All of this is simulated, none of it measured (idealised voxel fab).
process module | voxel air gaps
cross-section cut | 190 nm wide | cells 5 nm
A cross-section is a grid of square cells, given in bands from the top down. A band is one or more rows of cells.
Each band's line starts with the height of the band's top and of its bottom, in nm. Then come its materials from left to right, each with its width in nm. One material with "throughout" fills the band from edge to edge. "air" is empty space.
Height 0 is the level under which the wafer as received is all one material. The lowest band goes on downwards, as in "0 down".
A width such as "30 to 40" changes by the same amount from each row of cells to the next, from the band's top row to its bottom row.
"no change" after a step means that no cell of the cross-section changed.
closed voids: empty space of 8 cells or more with no open way to the top, each as width x height at its distance from the left edge, in nm
after a step's settings: what the simulator itself notes on the step
overlay nm, on a step with a mask: how far to the right of its planned place the mask lay; to the left if negative
plan
1 op RECEIVE | material Si
2 op CONFORMAL_DEP | material SiO2 | thk nm 15
3 op CONFORMAL_DEP | material SiCN | thk nm 5
4 op DIRECTIONAL_DEP | material SiO2 | thk nm 30
5 op PATTERN | tone open | mask id LINES | material resist | width nm 15 | pitch nm 45 | thk nm 20 | overlay nm 0
6 op DIRECTIONAL_ETCH | etch materials SiO2 | depth nm 30
7 op STRIP | etch materials resist
8 op CONFORMAL_DEP | material TiN | thk nm 5
9 op FILL_DEP | material W | thk nm 5
10 op CMP | height nm 50
11 op EPI | material Ru | thk nm 10
12 op SELECTIVE_ETCH | etch materials SiO2 | depth nm 40
13 op CONFORMAL_DEP | material SiCN | thk nm 5
as received, after step 1
  0 down: Si throughout
  closed voids: none
first wafer at the end, as planned
  65 to 60: air 25 | SiCN 135 | air 30
  60 to 50: air 25 | SiCN 5 | Ru 35 | SiCN 10 | Ru 35 | SiCN 10 | Ru 35 | SiCN 5 | air 30
  50 to 45: air 25 | SiCN 15 | TiN 5 | W 5 | TiN 5 | SiCN 30 | TiN 5 | W 5 | TiN 5 | SiCN 30 | TiN 5 | W 5 | TiN 5 | SiCN 15 | air 30
  45 to 25: air 35 | SiCN 5 | TiN 5 | W 5 | TiN 5 | SiCN 5 | air 20 | SiCN 5 | TiN 5 | W 5 | TiN 5 | SiCN 5 | air 20 | SiCN 5 | TiN 5 | W 5 | TiN 5 | SiCN 5 | air 40
  25 to 20: SiCN 40 | TiN 15 | SiCN 30 | TiN 15 | SiCN 30 | TiN 15 | SiCN 45
  20 to 15: SiCN throughout
  15 to 0: SiO2 throughout
  0 down: Si throughout
  closed voids: 20 x 20 at 60; 20 x 20 at 105
second wafer at the end: like start, like plan, one mistake
  65 to 60: air 25 | SiCN 135 | air 30
  60 to 50: air 25 | SiCN 5 | Ru 35 | SiCN 10 | Ru 35 | SiCN 10 | Ru 35 | SiCN 5 | air 30
  50 to 45: air 25 | SiCN 15 | TiN 5 | W 5 | TiN 5 | SiCN 30 | TiN 5 | W 5 | TiN 5 | SiCN 30 | TiN 5 | W 5 | TiN 5 | SiCN 15 | air 30
  45 to 25: air 35 | SiCN 5 | TiN 5 | W 5 | TiN 5 | SiCN 5 | air 20 | SiCN 5 | TiN 5 | W 5 | TiN 5 | SiCN 5 | air 20 | SiCN 5 | TiN 5 | W 5 | TiN 5 | SiCN 5 | air 40
  25 to 20: SiCN 40 | TiN 15 | SiCN 30 | TiN 15 | SiCN 30 | TiN 15 | SiCN 45
  20 to 15: Ru throughout
  15 to 0: SiO2 throughout
  0 down: Si throughout
  closed voids: 20 x 20 at 60; 20 x 20 at 105
what went wrong: step 3 ran as: op CONFORMAL_DEP | material Ru | thk nm 5
at the end the second wafer has, in cells: 38 more of Ru | 38 fewer of SiCN
